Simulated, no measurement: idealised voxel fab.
Process module heading - voxel transistor to metal
160 nm wide, 5 nm square cells: that's cross-section cut.
This document writes a cross-section as a grid whose cells are square, and gives it as bands, listed from the top down; one or more rows of cells form a band. It is stipulated that each band's entry specify, in nanometres, the height of the top of the band and then that of its bottom, followed by the materials of the band in left-to-right sequence, each together with its width in nanometres. A single material marked by the word "edge to edge" is understood to fill the band from edge to edge; the word "air" is understood to denote empty space. Heights are measured from 0, the level below which the as-received wafer is all one material; the lowest band has no bottom and continues downward, written as in "0 -> down". A width given as "30 to 40" starts at the first number in the band's top row and ends at the second number in its bottom row, shifting by an equal amount at every step from row to row. The designation "nothing was modified", where it is given for a processing step, indicates that no cell of the cross-section was altered in the course of that step. For the entry "Closed voids list", the listed items are empty spaces with no open way to the top whose size is 8 cells or more; each item follows the pattern width x height at distance, where distance is from the left edge and all three are in nm. Step line, after settings: the simulator's comment on this step. Among the settings permitted on a step's line is "overlay nm"; applied to a step with a mask, it specifies the extent to which the mask lay to the right of its planned position, whereas a negative figure signifies a position to the left.

# Planned step list for the process
1. RECEIVE,material Si
2. OXIDIZE,depth nm 5
3. CONFORMAL_DEP,material SiN,thk nm 10
4. PATTERN,tone cover,mask id ACTIVE,material resist,width nm 100,thk nm 20,overlay nm 0
5. DIRECTIONAL_ETCH,etch materials SiN,depth nm 10
6. DIRECTIONAL_ETCH,etch materials SiO2,depth nm 5
7. DIRECTIONAL_ETCH,etch materials Si,depth nm 30
8. STRIP,etch materials resist
9. OXIDIZE,depth nm 5
10. FILL_DEP,material SiO2,thk nm 5
11. CMP,height nm 10
12. SELECTIVE_ETCH,etch materials SiO2,depth nm 5
13. STRIP,etch materials SiN
14. SELECTIVE_ETCH,etch materials SiO2,depth nm 5
15. OXIDIZE,depth nm 5
16. DIRECTIONAL_DEP,material polySi,thk nm 25
17. DIRECTIONAL_DEP,material SiCN,thk nm 15
18. MASKED_ETCH,tone cover,mask id GATE,width nm 20,etch materials SiCN,depth nm 25,overlay nm 0
19. MASKED_ETCH,tone cover,mask id GATE,width nm 20,etch materials polySi,depth nm 35,overlay nm 0
20. CONFORMAL_DEP,material SiN,thk nm 5
21. DIRECTIONAL_ETCH,etch materials SiN,depth nm 5
22. DIRECTIONAL_ETCH,etch materials SiO2,depth nm 5
23. EPI,material nSi,thk nm 5
24. FILL_DEP,material SiO2,thk nm 5
25. CMP,height nm 35
26. DIRECTIONAL_DEP,material SiO2,thk nm 15
27. PATTERN,tone open,mask id CONTACT,material resist,width nm 20,pitch nm 70,thk nm 20,overlay nm 0
28. DIRECTIONAL_ETCH,etch materials SiO2,depth nm 55
29. STRIP,etch materials resist
30. CONFORMAL_DEP,material TiN,thk nm 5
31. FILL_DEP,material W,thk nm 10
32. CMP,height nm 50
33. CONFORMAL_DEP,material SiN,thk nm 5
34. DIRECTIONAL_DEP,material lowk,thk nm 20
35. PATTERN,tone open,mask id METAL_1,material resist,width nm 20,pitch nm 70,thk nm 15,overlay nm 0
36. DIRECTIONAL_ETCH,etch materials lowk,depth nm 20
37. DIRECTIONAL_ETCH,etch materials SiN,depth nm 5
38. STRIP,etch materials resist
39. CONFORMAL_DEP,material TiN,thk nm 5
40. FILL_DEP,material Ru,thk nm 10
41. CMP,height nm 75
42. CONFORMAL_DEP,material SiCN,thk nm 5
43. DIRECTIONAL_DEP,material lowk,thk nm 25
44. DIRECTIONAL_DEP,material aC,thk nm 15
45. PATTERN,tone open,mask id METAL_2_HOLES,material resist,width nm 15,pitch nm 70,thk nm 35,overlay nm 0
46. DIRECTIONAL_ETCH,etch materials aC,depth nm 15
47. STRIP,etch materials resist
48. DIRECTIONAL_ETCH,etch materials lowk,depth nm 25
49. STRIP,etch materials aC
50. PATTERN,tone open,mask id METAL_2,material resist,width nm 20,pitch nm 70,thk nm 15,overlay nm 0
51. DIRECTIONAL_ETCH,etch materials lowk,depth nm 15
52. DIRECTIONAL_ETCH,etch materials SiCN,depth nm 5
53. STRIP,etch materials resist
54. CONFORMAL_DEP,material TiN,thk nm 5
55. FILL_DEP,material Cu,thk nm 10
56. CMP,height nm 105
57. CONFORMAL_DEP,material SiCN,thk nm 5

# The first of the two wafers, which ran as planned

# Cross-section: wafer on arrival = after step 1
    0 -> down | Si edge to edge
    Closed voids list: none

# The wafer in cross-section once step 2 is complete
    0 -> -5 | SiO2 edge to edge
    Nothing below the height -5 has changed.

# The wafer in cross-section once step 3 is complete
    10 -> 0 | SiN edge to edge
    Nothing below the height 0 has changed.

# The wafer in cross-section once step 4 is complete
    30 -> 10 | 30 air  100 resist  30 air
    Nothing below the height 10 has changed.

# The wafer in cross-section once step 5 is complete
    30 -> 10 | 30 air  100 resist  30 air
    10 -> 0 | 30 air  100 SiN  30 air
    Nothing below the height 0 has changed.

# The wafer in cross-section once step 6 is complete
    30 -> 10 | 30 air  100 resist  30 air
    10 -> 0 | 30 air  100 SiN  30 air
    0 -> -5 | 30 air  100 SiO2  30 air
    Nothing below the height -5 has changed.

# The wafer in cross-section once step 7 is complete
    30 -> 10 | 30 air  100 resist  30 air
    10 -> 0 | 30 air  100 SiN  30 air
    0 -> -5 | 30 air  100 SiO2  30 air
    -5 -> -35 | 30 air  100 Si  30 air
    Nothing below the height -35 has changed.

# The wafer in cross-section once step 8 is complete
    10 -> 0 | 30 air  100 SiN  30 air
    Nothing below the height 0 has changed.

# The wafer in cross-section once step 9 is complete
    10 -> 0 | 30 air  100 SiN  30 air
    0 -> -5 | 30 air  100 SiO2  30 air
    -5 -> -35 | 30 air  5 SiO2  90 Si  5 SiO2  30 air
    -35 -> -40 | 35 SiO2  90 Si  35 SiO2
    Nothing below the height -40 has changed.

# The wafer in cross-section once step 10 is complete
    15 -> 10 | SiO2 edge to edge
    10 -> 0 | 30 SiO2  100 SiN  30 SiO2
    0 -> -5 | SiO2 edge to edge
    -5 -> -40 | 35 SiO2  90 Si  35 SiO2
    Nothing below the height -40 has changed.

# The wafer in cross-section once step 11 is complete
    10 -> 0 | 30 SiO2  100 SiN  30 SiO2
    Nothing below the height 0 has changed.

# The wafer in cross-section once step 12 is complete
    10 -> 5 | 30 air  100 SiN  30 air
    Nothing below the height 5 has changed.

# The wafer in cross-section once step 13 is complete
    5 -> 0 | 30 SiO2  100 air  30 SiO2
    Nothing below the height 0 has changed.

# The wafer in cross-section once step 14 is complete
    0 -> -5 | 25 SiO2  110 air  25 SiO2
    Nothing below the height -5 has changed.

# The wafer in cross-section once step 15 is complete
    0 -> -5 | 25 SiO2  110 air  25 SiO2
    -5 -> -10 | SiO2 edge to edge
    Nothing below the height -10 has changed.

# The wafer in cross-section once step 16 is complete
    25 -> 20 | 25 polySi  110 air  25 polySi
    20 -> 0 | polySi edge to edge
    0 -> -5 | 25 SiO2  110 polySi  25 SiO2
    Nothing below the height -5 has changed.

# The wafer in cross-section once step 17 is complete
    40 -> 35 | 25 SiCN  110 air  25 SiCN
    35 -> 25 | SiCN edge to edge
    25 -> 20 | 25 polySi  110 SiCN  25 polySi
    Nothing below the height 20 has changed.

# The wafer in cross-section once step 18 is complete
    35 -> 25 | 70 air  20 SiCN  70 air
    25 -> 20 | 25 polySi  45 air  20 SiCN  45 air  25 polySi
    Nothing below the height 20 has changed.

# The wafer in cross-section once step 19 is complete
    35 -> 20 | 70 air  20 SiCN  70 air
    20 -> 0 | 70 air  20 polySi  70 air
    0 -> -5 | 25 SiO2  45 air  20 polySi  45 air  25 SiO2
    Nothing below the height -5 has changed.

# The wafer in cross-section once step 20 is complete
    40 -> 35 | 65 air  30 SiN  65 air
    35 -> 20 | 65 air  5 SiN  20 SiCN  5 SiN  65 air
    20 -> 5 | 65 air  5 SiN  20 polySi  5 SiN  65 air
    5 -> 0 | 30 SiN  35 air  5 SiN  20 polySi  5 SiN  35 air  30 SiN
    0 -> -5 | 25 SiO2  45 SiN  20 polySi  45 SiN  25 SiO2
    Nothing below the height -5 has changed.

# The wafer in cross-section once step 21 is complete
    35 -> 20 | 65 air  5 SiN  20 SiCN  5 SiN  65 air
    20 -> 0 | 65 air  5 SiN  20 polySi  5 SiN  65 air
    0 -> -5 | 25 SiO2  5 SiN  35 air  5 SiN  20 polySi  5 SiN  35 air  5 SiN  25 SiO2
    Nothing below the height -5 has changed.

# The wafer in cross-section once step 22 is complete
    35 -> 20 | 65 air  5 SiN  20 SiCN  5 SiN  65 air
    20 -> 0 | 65 air  5 SiN  20 polySi  5 SiN  65 air
    0 -> -5 | 25 air  5 SiN  35 air  5 SiN  20 polySi  5 SiN  35 air  5 SiN  25 air
    -5 -> -10 | 30 SiO2  35 air  30 SiO2  35 air  30 SiO2
    Nothing below the height -10 has changed.

# The wafer in cross-section once step 23 is complete
    35 -> 20 | 65 air  5 SiN  20 SiCN  5 SiN  65 air
    20 -> 0 | 65 air  5 SiN  20 polySi  5 SiN  65 air
    0 -> -5 | 25 air  5 SiN  35 air  5 SiN  20 polySi  5 SiN  35 air  5 SiN  25 air
    -5 -> -10 | 30 SiO2  35 nSi  30 SiO2  35 nSi  30 SiO2
    Nothing below the height -10 has changed.

# The wafer in cross-section once step 24 is complete
    40 -> 35 | SiO2 edge to edge
    35 -> 20 | 65 SiO2  5 SiN  20 SiCN  5 SiN  65 SiO2
    20 -> 0 | 65 SiO2  5 SiN  20 polySi  5 SiN  65 SiO2
    0 -> -5 | 25 SiO2  5 SiN  35 SiO2  5 SiN  20 polySi  5 SiN  35 SiO2  5 SiN  25 SiO2
    Nothing below the height -5 has changed.

# The wafer in cross-section once step 25 is complete
    35 -> 20 | 65 SiO2  5 SiN  20 SiCN  5 SiN  65 SiO2
    Nothing below the height 20 has changed.

# The wafer in cross-section once step 26 is complete
    50 -> 35 | SiO2 edge to edge
    Nothing below the height 35 has changed.

# The wafer in cross-section once step 27 is complete
    70 -> 50 | 35 resist  20 air  50 resist  20 air  35 resist
    Nothing below the height 50 has changed.

# The wafer in cross-section once step 28 is complete
    70 -> 50 | 35 resist  20 air  50 resist  20 air  35 resist
    50 -> 35 | 35 SiO2  20 air  50 SiO2  20 air  35 SiO2
    35 -> 20 | 35 SiO2  20 air  10 SiO2  5 SiN  20 SiCN  5 SiN  10 SiO2  20 air  35 SiO2
    20 -> 0 | 35 SiO2  20 air  10 SiO2  5 SiN  20 polySi  5 SiN  10 SiO2  20 air  35 SiO2
    0 -> -5 | 25 SiO2  5 SiN  5 SiO2  20 air  10 SiO2  5 SiN  20 polySi  5 SiN  10 SiO2  20 air  5 SiO2  5 SiN  25 SiO2
    Nothing below the height -5 has changed.

# The wafer in cross-section once step 29 is complete
    50 -> 35 | 35 SiO2  20 air  50 SiO2  20 air  35 SiO2
    Nothing below the height 35 has changed.

# The wafer in cross-section once step 30 is complete
    55 -> 50 | 40 TiN  10 air  60 TiN  10 air  40 TiN
    50 -> 35 | 35 SiO2  5 TiN  10 air  5 TiN  50 SiO2  5 TiN  10 air  5 TiN  35 SiO2
    35 -> 20 | 35 SiO2  5 TiN  10 air  5 TiN  10 SiO2  5 SiN  20 SiCN  5 SiN  10 SiO2  5 TiN  10 air  5 TiN  35 SiO2
    20 -> 0 | 35 SiO2  5 TiN  10 air  5 TiN  10 SiO2  5 SiN  20 polySi  5 SiN  10 SiO2  5 TiN  10 air  5 TiN  35 SiO2
    0 -> -5 | 25 SiO2  5 SiN  5 SiO2  20 TiN  10 SiO2  5 SiN  20 polySi  5 SiN  10 SiO2  20 TiN  5 SiO2  5 SiN  25 SiO2
    Nothing below the height -5 has changed.

# The wafer in cross-section once step 31 is complete
    65 -> 55 | W edge to edge
    55 -> 50 | 40 TiN  10 W  60 TiN  10 W  40 TiN
    50 -> 35 | 35 SiO2  5 TiN  10 W  5 TiN  50 SiO2  5 TiN  10 W  5 TiN  35 SiO2
    35 -> 20 | 35 SiO2  5 TiN  10 W  5 TiN  10 SiO2  5 SiN  20 SiCN  5 SiN  10 SiO2  5 TiN  10 W  5 TiN  35 SiO2
    20 -> 0 | 35 SiO2  5 TiN  10 W  5 TiN  10 SiO2  5 SiN  20 polySi  5 SiN  10 SiO2  5 TiN  10 W  5 TiN  35 SiO2
    Nothing below the height 0 has changed.

# The wafer in cross-section once step 32 is complete
    50 -> 35 | 35 SiO2  5 TiN  10 W  5 TiN  50 SiO2  5 TiN  10 W  5 TiN  35 SiO2
    Nothing below the height 35 has changed.

# The wafer in cross-section once step 33 is complete
    55 -> 50 | SiN edge to edge
    Nothing below the height 50 has changed.

# The wafer in cross-section once step 34 is complete
    75 -> 55 | lowk edge to edge
    Nothing below the height 55 has changed.

# The wafer in cross-section once step 35 is complete
    90 -> 75 | 35 resist  20 air  50 resist  20 air  35 resist
    Nothing below the height 75 has changed.

# The wafer in cross-section once step 36 is complete
    90 -> 75 | 35 resist  20 air  50 resist  20 air  35 resist
    75 -> 55 | 35 lowk  20 air  50 lowk  20 air  35 lowk
    Nothing below the height 55 has changed.

# The wafer in cross-section once step 37 is complete
    90 -> 75 | 35 resist  20 air  50 resist  20 air  35 resist
    75 -> 55 | 35 lowk  20 air  50 lowk  20 air  35 lowk
    55 -> 50 | 35 SiN  20 air  50 SiN  20 air  35 SiN
    Nothing below the height 50 has changed.

# The wafer in cross-section once step 38 is complete
    75 -> 55 | 35 lowk  20 air  50 lowk  20 air  35 lowk
    Nothing below the height 55 has changed.

# The wafer in cross-section once step 39 is complete
    80 -> 75 | 40 TiN  10 air  60 TiN  10 air  40 TiN
    75 -> 55 | 35 lowk  5 TiN  10 air  5 TiN  50 lowk  5 TiN  10 air  5 TiN  35 lowk
    55 -> 50 | 35 SiN  20 TiN  50 SiN  20 TiN  35 SiN
    Nothing below the height 50 has changed.

# The wafer in cross-section once step 40 is complete
    90 -> 80 | Ru edge to edge
    80 -> 75 | 40 TiN  10 Ru  60 TiN  10 Ru  40 TiN
    75 -> 55 | 35 lowk  5 TiN  10 Ru  5 TiN  50 lowk  5 TiN  10 Ru  5 TiN  35 lowk
    Nothing below the height 55 has changed.

# The wafer in cross-section once step 41 is complete
    75 -> 55 | 35 lowk  5 TiN  10 Ru  5 TiN  50 lowk  5 TiN  10 Ru  5 TiN  35 lowk
    Nothing below the height 55 has changed.

# The wafer in cross-section once step 42 is complete
    80 -> 75 | SiCN edge to edge
    Nothing below the height 75 has changed.

# The wafer in cross-section once step 43 is complete
    105 -> 80 | lowk edge to edge
    Nothing below the height 80 has changed.

# The wafer in cross-section once step 44 is complete
    120 -> 105 | aC edge to edge
    Nothing below the height 105 has changed.

# The wafer in cross-section once step 45 is complete
    155 -> 120 | 35 resist  15 air  55 resist  15 air  40 resist
    Nothing below the height 120 has changed.

# The wafer in cross-section once step 46 is complete
    140 -> 120 | 35 resist  15 air  55 resist  15 air  40 resist
    120 -> 105 | 35 aC  15 air  55 aC  15 air  40 aC
    Nothing below the height 105 has changed.

# The wafer in cross-section once step 47 is complete
    120 -> 105 | 35 aC  15 air  55 aC  15 air  40 aC
    Nothing below the height 105 has changed.

# The wafer in cross-section once step 48 is complete
    120 -> 105 | 35 aC  15 air  55 aC  15 air  40 aC
    105 -> 80 | 35 lowk  15 air  55 lowk  15 air  40 lowk
    Nothing below the height 80 has changed.

# The wafer in cross-section once step 49 is complete
    105 -> 80 | 35 lowk  15 air  55 lowk  15 air  40 lowk
    Nothing below the height 80 has changed.

# The wafer in cross-section once step 50 is complete
    120 -> 105 | 35 resist  20 air  50 resist  20 air  35 resist
    Nothing below the height 105 has changed.

# The wafer in cross-section once step 51 is complete
    120 -> 105 | 35 resist  20 air  50 resist  20 air  35 resist
    105 -> 90 | 35 lowk  20 air  50 lowk  20 air  35 lowk
    Nothing below the height 90 has changed.

# The wafer in cross-section once step 52 is complete
    120 -> 105 | 35 resist  20 air  50 resist  20 air  35 resist
    105 -> 90 | 35 lowk  20 air  50 lowk  20 air  35 lowk
    90 -> 80 | 35 lowk  15 air  55 lowk  15 air  40 lowk
    80 -> 75 | 35 SiCN  15 air  55 SiCN  15 air  40 SiCN
    Nothing below the height 75 has changed.

# The wafer in cross-section once step 53 is complete
    105 -> 90 | 35 lowk  20 air  50 lowk  20 air  35 lowk
    Nothing below the height 90 has changed.

# The wafer in cross-section once step 54 is complete
    110 -> 105 | 40 TiN  10 air  60 TiN  10 air  40 TiN
    105 -> 95 | 35 lowk  5 TiN  10 air  5 TiN  50 lowk  5 TiN  10 air  5 TiN  35 lowk
    95 -> 90 | 35 lowk  5 TiN  5 air  10 TiN  50 lowk  5 TiN  5 air  10 TiN  35 lowk
    90 -> 80 | 35 lowk  5 TiN  5 air  5 TiN  55 lowk  5 TiN  5 air  5 TiN  40 lowk
    80 -> 75 | 35 SiCN  15 TiN  55 SiCN  15 TiN  40 SiCN
    Nothing below the height 75 has changed.

# The wafer in cross-section once step 55 is complete
    120 -> 110 | Cu edge to edge
    110 -> 105 | 40 TiN  10 Cu  60 TiN  10 Cu  40 TiN
    105 -> 95 | 35 lowk  5 TiN  10 Cu  5 TiN  50 lowk  5 TiN  10 Cu  5 TiN  35 lowk
    95 -> 90 | 35 lowk  5 TiN  5 Cu  10 TiN  50 lowk  5 TiN  5 Cu  10 TiN  35 lowk
    90 -> 80 | 35 lowk  5 TiN  5 Cu  5 TiN  55 lowk  5 TiN  5 Cu  5 TiN  40 lowk
    Nothing below the height 80 has changed.

# The wafer in cross-section once step 56 is complete
    105 -> 95 | 35 lowk  5 TiN  10 Cu  5 TiN  50 lowk  5 TiN  10 Cu  5 TiN  35 lowk
    Nothing below the height 95 has changed.

# The wafer in cross-section once step 57 is complete
    110 -> 105 | SiCN edge to edge
    Nothing below the height 105 has changed.

# The second wafer: identical to the first at the outset and in its planned sequence, differing only in that one mistake was made during processing; up to and including step 16, its path is the first wafer's path

# Cross-sectional view of the second wafer at the intended end time of process step 17
    35 -> 30 | 25 SiCN  110 air  25 SiCN
    30 -> 25 | SiCN edge to edge
    25 -> 20 | 25 polySi  110 SiCN  25 polySi
    Nothing below the height 20 has changed.

# Cross-sectional view of the second wafer at the intended end time of process step 18
    30 -> 25 | 70 air  20 SiCN  70 air
    25 -> 20 | 25 polySi  45 air  20 SiCN  45 air  25 polySi
    Nothing below the height 20 has changed.

# Cross-sectional view of the second wafer at the intended end time of process step 19
    30 -> 20 | 70 air  20 SiCN  70 air
    20 -> 0 | 70 air  20 polySi  70 air
    0 -> -5 | 25 SiO2  45 air  20 polySi  45 air  25 SiO2
    Nothing below the height -5 has changed.

# Cross-sectional view of the second wafer at the intended end time of process step 20
    35 -> 30 | 65 air  30 SiN  65 air
    30 -> 20 | 65 air  5 SiN  20 SiCN  5 SiN  65 air
    20 -> 5 | 65 air  5 SiN  20 polySi  5 SiN  65 air
    5 -> 0 | 30 SiN  35 air  5 SiN  20 polySi  5 SiN  35 air  30 SiN
    0 -> -5 | 25 SiO2  45 SiN  20 polySi  45 SiN  25 SiO2
    Nothing below the height -5 has changed.

# Cross-sectional view of the second wafer at the intended end time of process step 21
    30 -> 20 | 65 air  5 SiN  20 SiCN  5 SiN  65 air
    20 -> 0 | 65 air  5 SiN  20 polySi  5 SiN  65 air
    0 -> -5 | 25 SiO2  5 SiN  35 air  5 SiN  20 polySi  5 SiN  35 air  5 SiN  25 SiO2
    Nothing below the height -5 has changed.

# Cross-sectional view of the second wafer at the intended end time of process step 22
    30 -> 20 | 65 air  5 SiN  20 SiCN  5 SiN  65 air
    20 -> 0 | 65 air  5 SiN  20 polySi  5 SiN  65 air
    0 -> -5 | 25 air  5 SiN  35 air  5 SiN  20 polySi  5 SiN  35 air  5 SiN  25 air
    -5 -> -10 | 30 SiO2  35 air  30 SiO2  35 air  30 SiO2
    Nothing below the height -10 has changed.

# Cross-sectional view of the second wafer at the intended end time of process step 23
    30 -> 20 | 65 air  5 SiN  20 SiCN  5 SiN  65 air
    20 -> 0 | 65 air  5 SiN  20 polySi  5 SiN  65 air
    0 -> -5 | 25 air  5 SiN  35 air  5 SiN  20 polySi  5 SiN  35 air  5 SiN  25 air
    -5 -> -10 | 30 SiO2  35 nSi  30 SiO2  35 nSi  30 SiO2
    Nothing below the height -10 has changed.

# Cross-sectional view of the second wafer at the intended end time of process step 24
    35 -> 30 | SiO2 edge to edge
    30 -> 20 | 65 SiO2  5 SiN  20 SiCN  5 SiN  65 SiO2
    20 -> 0 | 65 SiO2  5 SiN  20 polySi  5 SiN  65 SiO2
    0 -> -5 | 25 SiO2  5 SiN  35 SiO2  5 SiN  20 polySi  5 SiN  35 SiO2  5 SiN  25 SiO2
    Nothing below the height -5 has changed.

Cross-sectional view of the second wafer at the intended end time of process step 25: nothing was modified

# Cross-sectional view of the second wafer at the intended end time of process step 26
    50 -> 30 | SiO2 edge to edge
    Nothing below the height 30 has changed.

# Cross-sectional view of the second wafer at the intended end time of process step 27
    70 -> 50 | 35 resist  20 air  50 resist  20 air  35 resist
    Nothing below the height 50 has changed.

# Cross-sectional view of the second wafer at the intended end time of process step 28
    70 -> 50 | 35 resist  20 air  50 resist  20 air  35 resist
    50 -> 30 | 35 SiO2  20 air  50 SiO2  20 air  35 SiO2
    30 -> 20 | 35 SiO2  20 air  10 SiO2  5 SiN  20 SiCN  5 SiN  10 SiO2  20 air  35 SiO2
    20 -> 0 | 35 SiO2  20 air  10 SiO2  5 SiN  20 polySi  5 SiN  10 SiO2  20 air  35 SiO2
    0 -> -5 | 25 SiO2  5 SiN  5 SiO2  20 air  10 SiO2  5 SiN  20 polySi  5 SiN  10 SiO2  20 air  5 SiO2  5 SiN  25 SiO2
    Nothing below the height -5 has changed.

# Cross-sectional view of the second wafer at the intended end time of process step 29
    50 -> 30 | 35 SiO2  20 air  50 SiO2  20 air  35 SiO2
    Nothing below the height 30 has changed.

# Cross-sectional view of the second wafer at the intended end time of process step 30
    55 -> 50 | 40 TiN  10 air  60 TiN  10 air  40 TiN
    50 -> 30 | 35 SiO2  5 TiN  10 air  5 TiN  50 SiO2  5 TiN  10 air  5 TiN  35 SiO2
    30 -> 20 | 35 SiO2  5 TiN  10 air  5 TiN  10 SiO2  5 SiN  20 SiCN  5 SiN  10 SiO2  5 TiN  10 air  5 TiN  35 SiO2
    20 -> 0 | 35 SiO2  5 TiN  10 air  5 TiN  10 SiO2  5 SiN  20 polySi  5 SiN  10 SiO2  5 TiN  10 air  5 TiN  35 SiO2
    0 -> -5 | 25 SiO2  5 SiN  5 SiO2  20 TiN  10 SiO2  5 SiN  20 polySi  5 SiN  10 SiO2  20 TiN  5 SiO2  5 SiN  25 SiO2
    Nothing below the height -5 has changed.

# Cross-sectional view of the second wafer at the intended end time of process step 31
    65 -> 55 | W edge to edge
    55 -> 50 | 40 TiN  10 W  60 TiN  10 W  40 TiN
    50 -> 30 | 35 SiO2  5 TiN  10 W  5 TiN  50 SiO2  5 TiN  10 W  5 TiN  35 SiO2
    30 -> 20 | 35 SiO2  5 TiN  10 W  5 TiN  10 SiO2  5 SiN  20 SiCN  5 SiN  10 SiO2  5 TiN  10 W  5 TiN  35 SiO2
    20 -> 0 | 35 SiO2  5 TiN  10 W  5 TiN  10 SiO2  5 SiN  20 polySi  5 SiN  10 SiO2  5 TiN  10 W  5 TiN  35 SiO2
    Nothing below the height 0 has changed.

# Cross-sectional view of the second wafer at the intended end time of process step 32
    50 -> 30 | 35 SiO2  5 TiN  10 W  5 TiN  50 SiO2  5 TiN  10 W  5 TiN  35 SiO2
    Nothing below the height 30 has changed.

# Cross-sectional view of the second wafer at the intended end time of process step 33
    55 -> 50 | SiN edge to edge
    Nothing below the height 50 has changed.

# Cross-sectional view of the second wafer at the intended end time of process step 34
    75 -> 55 | lowk edge to edge
    Nothing below the height 55 has changed.

# Cross-sectional view of the second wafer at the intended end time of process step 35
    90 -> 75 | 35 resist  20 air  50 resist  20 air  35 resist
    Nothing below the height 75 has changed.

# Cross-sectional view of the second wafer at the intended end time of process step 36
    90 -> 75 | 35 resist  20 air  50 resist  20 air  35 resist
    75 -> 55 | 35 lowk  20 air  50 lowk  20 air  35 lowk
    Nothing below the height 55 has changed.

# Cross-sectional view of the second wafer at the intended end time of process step 37
    90 -> 75 | 35 resist  20 air  50 resist  20 air  35 resist
    75 -> 55 | 35 lowk  20 air  50 lowk  20 air  35 lowk
    55 -> 50 | 35 SiN  20 air  50 SiN  20 air  35 SiN
    Nothing below the height 50 has changed.

# Cross-sectional view of the second wafer at the intended end time of process step 38
    75 -> 55 | 35 lowk  20 air  50 lowk  20 air  35 lowk
    Nothing below the height 55 has changed.

# Cross-sectional view of the second wafer at the intended end time of process step 39
    80 -> 75 | 40 TiN  10 air  60 TiN  10 air  40 TiN
    75 -> 55 | 35 lowk  5 TiN  10 air  5 TiN  50 lowk  5 TiN  10 air  5 TiN  35 lowk
    55 -> 50 | 35 SiN  20 TiN  50 SiN  20 TiN  35 SiN
    Nothing below the height 50 has changed.

# Cross-sectional view of the second wafer at the intended end time of process step 40
    90 -> 80 | Ru edge to edge
    80 -> 75 | 40 TiN  10 Ru  60 TiN  10 Ru  40 TiN
    75 -> 55 | 35 lowk  5 TiN  10 Ru  5 TiN  50 lowk  5 TiN  10 Ru  5 TiN  35 lowk
    Nothing below the height 55 has changed.

# Cross-sectional view of the second wafer at the intended end time of process step 41
    75 -> 55 | 35 lowk  5 TiN  10 Ru  5 TiN  50 lowk  5 TiN  10 Ru  5 TiN  35 lowk
    Nothing below the height 55 has changed.

# Cross-sectional view of the second wafer at the intended end time of process step 42
    80 -> 75 | SiCN edge to edge
    Nothing below the height 75 has changed.

# Cross-sectional view of the second wafer at the intended end time of process step 43
    105 -> 80 | lowk edge to edge
    Nothing below the height 80 has changed.

# Cross-sectional view of the second wafer at the intended end time of process step 44
    120 -> 105 | aC edge to edge
    Nothing below the height 105 has changed.

# Cross-sectional view of the second wafer at the intended end time of process step 45
    155 -> 120 | 35 resist  15 air  55 resist  15 air  40 resist
    Nothing below the height 120 has changed.

# Cross-sectional view of the second wafer at the intended end time of process step 46
    140 -> 120 | 35 resist  15 air  55 resist  15 air  40 resist
    120 -> 105 | 35 aC  15 air  55 aC  15 air  40 aC
    Nothing below the height 105 has changed.

# Cross-sectional view of the second wafer at the intended end time of process step 47
    120 -> 105 | 35 aC  15 air  55 aC  15 air  40 aC
    Nothing below the height 105 has changed.

# Cross-sectional view of the second wafer at the intended end time of process step 48
    120 -> 105 | 35 aC  15 air  55 aC  15 air  40 aC
    105 -> 80 | 35 lowk  15 air  55 lowk  15 air  40 lowk
    Nothing below the height 80 has changed.

# Cross-sectional view of the second wafer at the intended end time of process step 49
    105 -> 80 | 35 lowk  15 air  55 lowk  15 air  40 lowk
    Nothing below the height 80 has changed.

# Cross-sectional view of the second wafer at the intended end time of process step 50
    120 -> 105 | 35 resist  20 air  50 resist  20 air  35 resist
    Nothing below the height 105 has changed.

# Cross-sectional view of the second wafer at the intended end time of process step 51
    120 -> 105 | 35 resist  20 air  50 resist  20 air  35 resist
    105 -> 90 | 35 lowk  20 air  50 lowk  20 air  35 lowk
    Nothing below the height 90 has changed.

# Cross-sectional view of the second wafer at the intended end time of process step 52
    120 -> 105 | 35 resist  20 air  50 resist  20 air  35 resist
    105 -> 90 | 35 lowk  20 air  50 lowk  20 air  35 lowk
    90 -> 80 | 35 lowk  15 air  55 lowk  15 air  40 lowk
    80 -> 75 | 35 SiCN  15 air  55 SiCN  15 air  40 SiCN
    Nothing below the height 75 has changed.

# Cross-sectional view of the second wafer at the intended end time of process step 53
    105 -> 90 | 35 lowk  20 air  50 lowk  20 air  35 lowk
    Nothing below the height 90 has changed.

# Cross-sectional view of the second wafer at the intended end time of process step 54
    110 -> 105 | 40 TiN  10 air  60 TiN  10 air  40 TiN
    105 -> 95 | 35 lowk  5 TiN  10 air  5 TiN  50 lowk  5 TiN  10 air  5 TiN  35 lowk
    95 -> 90 | 35 lowk  5 TiN  5 air  10 TiN  50 lowk  5 TiN  5 air  10 TiN  35 lowk
    90 -> 80 | 35 lowk  5 TiN  5 air  5 TiN  55 lowk  5 TiN  5 air  5 TiN  40 lowk
    80 -> 75 | 35 SiCN  15 TiN  55 SiCN  15 TiN  40 SiCN
    Nothing below the height 75 has changed.

# Cross-sectional view of the second wafer at the intended end time of process step 55
    120 -> 110 | Cu edge to edge
    110 -> 105 | 40 TiN  10 Cu  60 TiN  10 Cu  40 TiN
    105 -> 95 | 35 lowk  5 TiN  10 Cu  5 TiN  50 lowk  5 TiN  10 Cu  5 TiN  35 lowk
    95 -> 90 | 35 lowk  5 TiN  5 Cu  10 TiN  50 lowk  5 TiN  5 Cu  10 TiN  35 lowk
    90 -> 80 | 35 lowk  5 TiN  5 Cu  5 TiN  55 lowk  5 TiN  5 Cu  5 TiN  40 lowk
    Nothing below the height 80 has changed.

# Cross-sectional view of the second wafer at the intended end time of process step 56
    105 -> 95 | 35 lowk  5 TiN  10 Cu  5 TiN  50 lowk  5 TiN  10 Cu  5 TiN  35 lowk
    Nothing below the height 95 has changed.

# Cross-sectional view of the second wafer at the intended end time of process step 57
    110 -> 105 | SiCN edge to edge
    Nothing below the height 105 has changed.
Diagnosis: note that step 17 departed from the planned setting and was carried out as DIRECTIONAL_DEP,material SiCN,thk nm 10
End of process, cell counts, second wafer against first, materials with more or fewer: 4 fewer of SiCN, 2 fewer of SiN, 6 more of SiO2
